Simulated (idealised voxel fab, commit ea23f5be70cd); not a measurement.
This is a process module. Its name is voxel released beams.
This is section cut - it's 240 nm across, gridded in 5 nm square cells.
Square cells in a grid make up a cross-section in this document, and the grid is given as bands, listed from the top down, each one or more rows of cells. Band entry format. Leading values: height of top, height of bottom, nm. Remainder: materials in left-to-right order, each with its width in nm. Special words: "everywhere" on a single material, which then fills the band edge to edge; "air", empty space. Note: height 0 marks the level under which the wafer is uniformly one material as received. Lowest band unbounded below, written "0 and below". A width such as "30..40" changes by the same amount from each row of cells to the next, from the band's top row to its bottom row. "no alteration" after a step means that no cell of the cross-section changed. "Enclosed internal cavities" lists enclosed empty spaces (at least 8 cells, no open path upward to the top), each as width x height at distance from the left edge, in nm. Whatever follows a step's settings on its line is a remark the simulator itself makes about that step. When a step includes a mask, the "overlay nm" setting on its line states how far to the right of its planned place that mask lay, and negative values state how far to the left.
## The planned process steps are enumerated hereunder
step 1: RECEIVE with material Si
step 2: CONFORMAL_DEP with material SiN, thk nm 10
step 3: DIRECTIONAL_DEP with material SiO2, thk nm 10
step 4: PATTERN with tone open, mask id ANCHOR, material resist, width nm 45, thk nm 20, overlay nm 0
step 5: DIRECTIONAL_ETCH with etch materials SiO2, depth nm 10
step 6: STRIP with etch materials resist
step 7: CONFORMAL_DEP with material W, thk nm 15
step 8: MASKED_ETCH with tone cover, mask id BEAM, width nm 105, etch materials W, depth nm 15, overlay nm 0
step 9: STRIP with etch materials SiO2
## Incoming wafer in cross-section (state: after step 1)
- 0 and below  Si everywhere
- Enclosed internal cavities: none
## End-of-module cross-section of the first of two wafers, processed as planned
- 35 down to 25  air 65 nm  W 20 nm  air 15 nm  W 70 nm  air 70 nm
- 25 down to 20  air 65 nm  W 105 nm  air 70 nm
- 20 down to 10  air 70 nm  W 45 nm  air 125 nm
- 10 down to 0  SiN everywhere
- 0 and below  Si everywhere
- Enclosed internal cavities: none
## The second wafer, shown in cross-section after the module: started the same way as the first and given the same plan, yet one mistake crept into how it was run
- 35 down to 20  air 65 nm  W 105 nm  air 70 nm
- 20 down to 10  SiN everywhere
- 10 down to 0  SiO2 everywhere
- 0 and below  Si everywhere
- Enclosed internal cavities: none
Nonconformance to the process plan: the intended sequence of steps 2 and 3 was reversed during processing, with each occupying the position of the other
It is noted that, at the conclusion of processing, the second wafer exhibits a higher or lower cell count for certain materials relative to the first: SiO2: 96 more | W: 12 fewer
